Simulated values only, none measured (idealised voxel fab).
Module name: voxel self aligned vias (process module)
Pictured: cross-section cut, 210 nm wide, on a grid of 5 nm square cells.
The cross-sections in this document take the form of a grid made of square cells. They are written out as bands, in order from top to bottom. Each band consists of one or more rows of cells. Each band's line starts with the height of the band's top and of its bottom, in nm. Then come its materials from left to right, each with its width in nm. One material with "edge to edge" fills the band from edge to edge. "air" is empty space. It should be noted that heights are counted from 0, beneath which the wafer as supplied is of one material throughout, and that the lowest band possesses no lower boundary but continues downward, as written in "0 and below". The two numbers in a width such as "30..40" mark its ends across the band: the first belongs to the top row of cells, the second to the bottom row, and from each row to the next the width moves by the same amount. The cross-section has no changed cell in any step marked "same as before". "Enclosed void list": empty spaces of 8 cells or more with no open way to the top, each given as width x height at distance, distance from the left edge, all in nm. Read whatever lies past the settings on a step's line as the simulator's own remark about the step. overlay nm: mask offset rightward from planned place, masked step; negative means leftward offset.

The steps planned for the process are as follows:
1,RECEIVE [material Si]
2,CONFORMAL_DEP [material SiO2] [thk nm 15]
3,CONFORMAL_DEP [material SiCN] [thk nm 5]
4,DIRECTIONAL_DEP [material lowk] [thk nm 25]
5,DIRECTIONAL_DEP [material aC] [thk nm 15]
6,PATTERN [tone open] [mask id LINES] [material resist] [width nm 20] [pitch nm 50] [thk nm 35] [overlay nm 0]
7,DIRECTIONAL_ETCH [etch materials aC] [depth nm 5]
8,STRIP [etch materials resist]
9,DIRECTIONAL_ETCH [etch materials lowk] [depth nm 25]
10,STRIP [etch materials aC]
11,CONFORMAL_DEP [material TiN] [thk nm 5]
12,FILL_DEP [material W] [thk nm 5]
13,CMP [height nm 45]
14,SELECTIVE_ETCH [etch materials W Ru TiN] [depth nm 5]
15,FILL_DEP [material SiN] [thk nm 10]
16,CMP [height nm 45]
17,DIRECTIONAL_DEP [material lowk] [thk nm 20]
18,PATTERN [tone open] [mask id VIAS] [material resist] [width nm 30] [thk nm 15] [overlay nm 0]
19,DIRECTIONAL_ETCH [etch materials lowk] [depth nm 20]
20,DIRECTIONAL_ETCH [etch materials SiN] [depth nm 5]
21,STRIP [etch materials resist]
22,CONFORMAL_DEP [material TiN] [thk nm 5]
23,FILL_DEP [material Ru] [thk nm 10]
24,CMP [height nm 65]
25,CONFORMAL_DEP [material SiCN] [thk nm 5]
Every wafer here starts from the same state; it is the step 7 depth nm that distinguishes them, and the value the plan gives belongs to the first wafer.

As-received cross-section, first of several wafers, post step 1:
  0 and below = Si edge to edge
  Enclosed void list: none

The figure below presents a cross-section of the first of several wafers at the conclusion of the module, following its last step, step 25:
  70 down to 65 = SiCN edge to edge
  65 down to 50 = 65 of lowk / 5 of TiN / 20 of Ru / 5 of TiN / 115 of lowk
  50 down to 45 = 65 of lowk / 30 of TiN / 115 of lowk
  45 down to 20 = lowk edge to edge
  20 down to 15 = SiCN edge to edge
  15 down to 0 = SiO2 edge to edge
  0 and below = Si edge to edge
  Enclosed void list: none

Last wafer of the set, cross-sectioned at end of module:
  70 down to 65 = SiCN edge to edge
  65 down to 50 = 65 of lowk / 5 of TiN / 20 of Ru / 5 of TiN / 115 of lowk
  50 down to 45 = 65 of lowk / 10 of TiN / 10 of Ru / 10 of TiN / 115 of lowk
  45 down to 40 = 70 of lowk / 20 of TiN / 30 of lowk / 20 of SiN / 70 of lowk
  40 down to 25 = 70 of lowk / 5 of TiN / 10 of W / 5 of TiN / 30 of lowk / 5 of TiN / 10 of W / 5 of TiN / 70 of lowk
  25 down to 20 = 70 of lowk / 20 of TiN / 30 of lowk / 20 of TiN / 70 of lowk
  20 down to 15 = SiCN edge to edge
  15 down to 0 = SiO2 edge to edge
  0 and below = Si edge to edge
  Enclosed void list: none

Per wafer (row), end of module: delta in cells per material since receipt, (+) for gained, (-) for lost; closed voids after that:
depth nm 5, +12 Ru, +84 SiCN, +126 SiO2, +12 TiN, +354 lowk, Enclosed void list: none
depth nm 10, +12 Ru, +84 SiCN, +126 SiO2, +12 TiN, +354 lowk, Enclosed void list: none
depth nm 15, +14 Ru, +84 SiCN, +4 SiN, +126 SiO2, +34 TiN, +12 W, +314 lowk, Enclosed void list: none
depth nm 20, +14 Ru, +84 SiCN, +4 SiN, +126 SiO2, +34 TiN, +12 W, +314 lowk, Enclosed void list: none
depth nm 25, +14 Ru, +84 SiCN, +4 SiN, +126 SiO2, +34 TiN, +12 W, +314 lowk, Enclosed void list: none
depth nm 30, +14 Ru, +84 SiCN, +4 SiN, +126 SiO2, +34 TiN, +12 W, +314 lowk, Enclosed void list: none
